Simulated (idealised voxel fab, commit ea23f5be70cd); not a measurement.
Name of the process module below: voxel tone inversion
The cross-section shown here is cut; it is 220 nm wide and divided into square cells measuring 5 nm on a side.
Throughout this document, each cross-section is represented as a grid of square cells and is presented as a sequence of bands enumerated from the top downward, where a band comprises one or more rows of cells. A band entry consists of two parts. The first gives the height of the band's top and the height of its bottom, in nm. The rest lists the band's materials from left to right, each with its width in nm. A single material labelled with the word "full width" fills the band from edge to edge, and the word "air" marks empty space. Heights are measured from 0, the level below which the as-received wafer is all one material; the lowest band has no bottom and continues downward, written as in "z 0 and below". A two-number width, for instance "30..40", indicates that the width is equal to the first number in the top row of the band and to the second number in the bottom row, and that it changes by a constant amount per row of cells. It should be understood that the words "no alterations made", when stated for a given step, signify that the cross-section underwent no change in any of its cells during that step. Completely sealed voids: empty space of 8 cells or more with no open way to the top, each as width x height at its distance from the left edge, in nm. What comes after the settings on a step's line is commentary from the simulator itself on that step. If you see "overlay nm" on a step's line and that step has a mask, it's telling you how far right of where it was planned the mask ended up; a negative number means it went left instead.

So here's the lineup of process steps we planned:
1 RECEIVE,material Si
2 CONFORMAL_DEP,material SiN,thk nm 10
3 DIRECTIONAL_DEP,material polySi,thk nm 15
4 PATTERN,tone cover,mask id POSTS,material resist,width nm 25,pitch nm 40,thk nm 20,overlay nm 0
5 DIRECTIONAL_ETCH,etch materials polySi,depth nm 15
6 STRIP,etch materials resist
7 FILL_DEP,material SiO2,thk nm 10
8 CMP,height nm 25
9 STRIP,etch materials polySi

Cross-section, incoming material, after step 1:
  z 0 and below | Si full width
  Completely sealed voids: none

Starting wafer: above. Plan: above. Run: one mistake. Cross-section after the module: below:
  z 25 to 10 | SiO2 (50), air (25), SiO2 (15), air (25), SiO2 (15), air (25), SiO2 (65)
  z 10 to 0 | SiN full width
  z 0 and below | Si full width
  Completely sealed voids: none
The mistake made against the process plan was this: in deviation from the planned setting, step 4 was conducted as PATTERN,tone cover,mask id POSTS,material resist,width nm 25,pitch nm 40,thk nm 20,overlay nm -5
